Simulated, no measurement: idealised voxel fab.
Process module in this document: voxel tone inversion
FYI the section here is cut, 165 nm wide, cells are 5 nm squares.
The cross-sections in this document take the form of a grid made of square cells. They are written out as bands, in order from top to bottom. Each band consists of one or more rows of cells. Read a band's entry like this: the first values are the height of its top and the height of its bottom in nm, and what follows is the sequence of materials from left to right, each with its width in nm. Note that "blank" is empty space, and that a single material marked "edge to edge" reaches across the band from edge to edge. Convention: height 0 is the level below which the wafer, as received, is all one material. The lowest band does not terminate at the bottom but continues downward, represented as "0..down". Think of "30..40" as a width that walks from the first number to the second as you go down the band, top row to bottom row, taking equal-sized steps from row to row. When a step is marked "no alteration", none of the cells in the cross-section changed during that step. "Cavities, sealed" means: voids of 8 cells or more that are shut off from the top with no open way through. Written width x height at distance, distance from the left edge, in nm. On each step's line, the part that comes after the settings is the simulator's own comment on the step. Among the settings permitted on a step's line is "overlay nm"; applied to a step with a mask, it specifies the extent to which the mask lay to the right of its planned position, whereas a negative figure signifies a position to the left.

# Below is the list of planned process steps
1,RECEIVE with material Si
2,CONFORMAL_DEP with material SiCN, thk nm 10
3,DIRECTIONAL_DEP with material aC, thk nm 15
4,PATTERN with tone cover, mask id POSTS, material resist, width nm 15, pitch nm 40, thk nm 25, overlay nm 0
5,DIRECTIONAL_ETCH with etch materials aC, depth nm 15
6,STRIP with etch materials resist
7,FILL_DEP with material lowk, thk nm 10
8,CMP with height nm 25
9,STRIP with etch materials aC

# Incoming wafer, cross-sectional view, post step 1
  0..down | Si edge to edge
  Cavities, sealed: none

# First of two wafers, end-of-module section, run followed plan
  25..10 | 55 nm lowk, then 15 nm blank, then 25 nm lowk, then 15 nm blank, then 55 nm lowk
  10..0 | SiCN edge to edge
  0..down | Si edge to edge
  Cavities, sealed: none

# Cross-sectional view of the second of two wafers upon completion of the module. This wafer shared its starting condition and process plan with the first; one error was made during its execution
  15..10 | 55 nm lowk, then 15 nm blank, then 25 nm lowk, then 15 nm blank, then 55 nm lowk
  10..0 | SiCN edge to edge
  0..down | Si edge to edge
  Cavities, sealed: none
Processing error: step 8, actual vs plan mismatch, actual run CMP with height nm 15
FYI, end of process, the second wafer has more or fewer cells of some materials than the first: -54 lowk
